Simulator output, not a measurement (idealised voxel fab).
process module | voxel gate over fins
cross-section cut | 210 nm wide | cells 5 nm
A cross-section is a grid of square cells, given in bands from the top down. A band is one or more rows of cells.
Each band's line starts with the height of the band's top and of its bottom, in nm. Then come its materials from left to right, each with its width in nm. One material with "throughout" fills the band from edge to edge. "air" is empty space.
Height 0 is the level under which the wafer as received is all one material. The lowest band goes on downwards, as in "0 down".
A width such as "30 to 40" changes by the same amount from each row of cells to the next, from the band's top row to its bottom row.
"no change" after a step means that no cell of the cross-section changed.
closed voids: empty space of 8 cells or more with no open way to the top, each as width x height at its distance from the left edge, in nm
after a step's settings: what the simulator itself notes on the step
overlay nm, on a step with a mask: how far to the right of its planned place the mask lay; to the left if negative
plan
1 op RECEIVE | material Si
2 op CONFORMAL_DEP | material SiN | thk nm 10
3 op MASKED_ETCH | tone cover | mask id FINS | width nm 15 | pitch nm 40 | etch materials SiN | depth nm 10 | overlay nm 0
4 op MASKED_ETCH | tone cover | mask id FINS | width nm 15 | pitch nm 40 | etch materials Si | depth nm 35 | overlay nm 0
5 op OXIDIZE | depth nm 5
6 op FILL_DEP | material SiO2 | thk nm 15
7 op CMP | height nm 10
8 op SELECTIVE_ETCH | etch materials SiO2 | depth nm 20
9 op STRIP | etch materials SiN
10 op CONFORMAL_DEP | material HfO2 | thk nm 5
11 op CONFORMAL_DEP | material TiN | thk nm 5
12 op FILL_DEP | material W | thk nm 15
13 op CMP | height nm 20
14 op CONFORMAL_DEP | material SiN | thk nm 5
first wafer, as planned
as received, after step 1
  0 down: Si throughout
  closed voids: none
after step 2
  10 to 0: SiN throughout
  below 0: unchanged
after step 3
  10 to 0: air 75 | SiN 15 | air 25 | SiN 15 | air 80
  below 0: unchanged
after step 4
  10 to 0: air 75 | SiN 15 | air 25 | SiN 15 | air 80
  0 to -35: air 75 | Si 15 | air 25 | Si 15 | air 80
  below -35: unchanged
after step 5
  10 to 0: air 75 | SiN 15 | air 25 | SiN 15 | air 80
  0 to -35: air 75 | SiO2 5 | Si 5 | SiO2 5 | air 25 | SiO2 5 | Si 5 | SiO2 5 | air 80
  -35 to -40: SiO2 80 | Si 5 | SiO2 35 | Si 5 | SiO2 85
  below -40: unchanged
after step 6
  25 to 10: SiO2 throughout
  10 to 0: SiO2 75 | SiN 15 | SiO2 25 | SiN 15 | SiO2 80
  0 to -40: SiO2 80 | Si 5 | SiO2 35 | Si 5 | SiO2 85
  below -40: unchanged
after step 7
  10 to 0: SiO2 75 | SiN 15 | SiO2 25 | SiN 15 | SiO2 80
  below 0: unchanged
after step 8
  10 to 0: air 75 | SiN 15 | air 25 | SiN 15 | air 80
  0 to -10: air 80 | Si 5 | air 35 | Si 5 | air 85
  below -10: unchanged
after step 9
  0 to -10: air 80 | Si 5 | air 35 | Si 5 | air 85
  below -10: unchanged
after step 10
  5 to 0: air 75 | HfO2 15 | air 25 | HfO2 15 | air 80
  0 to -5: air 75 | HfO2 5 | Si 5 | HfO2 5 | air 25 | HfO2 5 | Si 5 | HfO2 5 | air 80
  -5 to -10: HfO2 80 | Si 5 | HfO2 35 | Si 5 | HfO2 85
  below -10: unchanged
after step 11
  10 to 5: air 70 | TiN 25 | air 15 | TiN 25 | air 75
  5 to 0: air 70 | TiN 5 | HfO2 15 | TiN 5 | air 15 | TiN 5 | HfO2 15 | TiN 5 | air 75
  0 to -5: TiN 75 | HfO2 5 | Si 5 | HfO2 5 | TiN 25 | HfO2 5 | Si 5 | HfO2 5 | TiN 80
  below -5: unchanged
after step 12
  25 to 10: W throughout
  10 to 5: W 70 | TiN 25 | W 15 | TiN 25 | W 75
  5 to 0: W 70 | TiN 5 | HfO2 15 | TiN 5 | W 15 | TiN 5 | HfO2 15 | TiN 5 | W 75
  below 0: unchanged
after step 13
  20 to 10: W throughout
  below 10: unchanged
after step 14
  25 to 20: SiN throughout
  below 20: unchanged
second wafer: like start, like plan, one mistake. Through step 3 it matches the first wafer
when step 4 should have ended
  10 to 0: air 75 | SiN 15 | air 25 | SiN 15 | air 80
  0 to -35: air 70 | Si 25 | air 15 | Si 25 | air 75
  below -35: unchanged
when step 5 should have ended
  10 to 0: air 75 | SiN 15 | air 25 | SiN 15 | air 80
  0 to -5: air 70 | SiO2 10 | Si 5 | SiO2 10 | air 15 | SiO2 10 | Si 5 | SiO2 10 | air 75
  -5 to -35: air 70 | SiO2 5 | Si 15 | SiO2 5 | air 15 | SiO2 5 | Si 15 | SiO2 5 | air 75
  -35 to -40: SiO2 75 | Si 15 | SiO2 25 | Si 15 | SiO2 80
  below -40: unchanged
when step 6 should have ended
  25 to 10: SiO2 throughout
  10 to 0: SiO2 75 | SiN 15 | SiO2 25 | SiN 15 | SiO2 80
  0 to -5: SiO2 80 | Si 5 | SiO2 35 | Si 5 | SiO2 85
  -5 to -40: SiO2 75 | Si 15 | SiO2 25 | Si 15 | SiO2 80
  below -40: unchanged
when step 7 should have ended
  10 to 0: SiO2 75 | SiN 15 | SiO2 25 | SiN 15 | SiO2 80
  below 0: unchanged
when step 8 should have ended
  10 to 0: air 75 | SiN 15 | air 25 | SiN 15 | air 80
  0 to -10: air 80 to 75 | Si 5 to 15 | air 35 to 25 | Si 5 to 15 | air 85 to 80
  below -10: unchanged
when step 9 should have ended
  0 to -10: air 80 to 75 | Si 5 to 15 | air 35 to 25 | Si 5 to 15 | air 85 to 80
  below -10: unchanged
when step 10 should have ended
  5 to 0: air 75 | HfO2 15 | air 25 | HfO2 15 | air 80
  0 to -5: air 70 | HfO2 10 | Si 5 | HfO2 10 | air 15 | HfO2 10 | Si 5 | HfO2 10 | air 75
  -5 to -10: HfO2 75 | Si 15 | HfO2 25 | Si 15 | HfO2 80
  below -10: unchanged
when step 11 should have ended
  10 to 5: air 70 | TiN 25 | air 15 | TiN 25 | air 75
  5 to 0: air 65 | TiN 10 | HfO2 15 | TiN 10 | air 5 | TiN 10 | HfO2 15 | TiN 10 | air 70
  0 to -5: TiN 70 | HfO2 10 | Si 5 | HfO2 10 | TiN 15 | HfO2 10 | Si 5 | HfO2 10 | TiN 75
  below -5: unchanged
when step 12 should have ended
  25 to 10: W throughout
  10 to 5: W 70 | TiN 25 | W 15 | TiN 25 | W 75
  5 to 0: W 65 | TiN 10 | HfO2 15 | TiN 10 | W 5 | TiN 10 | HfO2 15 | TiN 10 | W 70
  below 0: unchanged
when step 13 should have ended
  20 to 10: W throughout
  below 10: unchanged
when step 14 should have ended
  25 to 20: SiN throughout
  below 20: unchanged
what went wrong: step 4 ran as: op MASKED_ETCH | tone cover | mask id FINS | width nm 25 | pitch nm 40 | etch materials Si | depth nm 35 | overlay nm 0
at the end the second wafer has, in cells: 28 more of Si | 24 fewer of SiO2 | 4 fewer of W
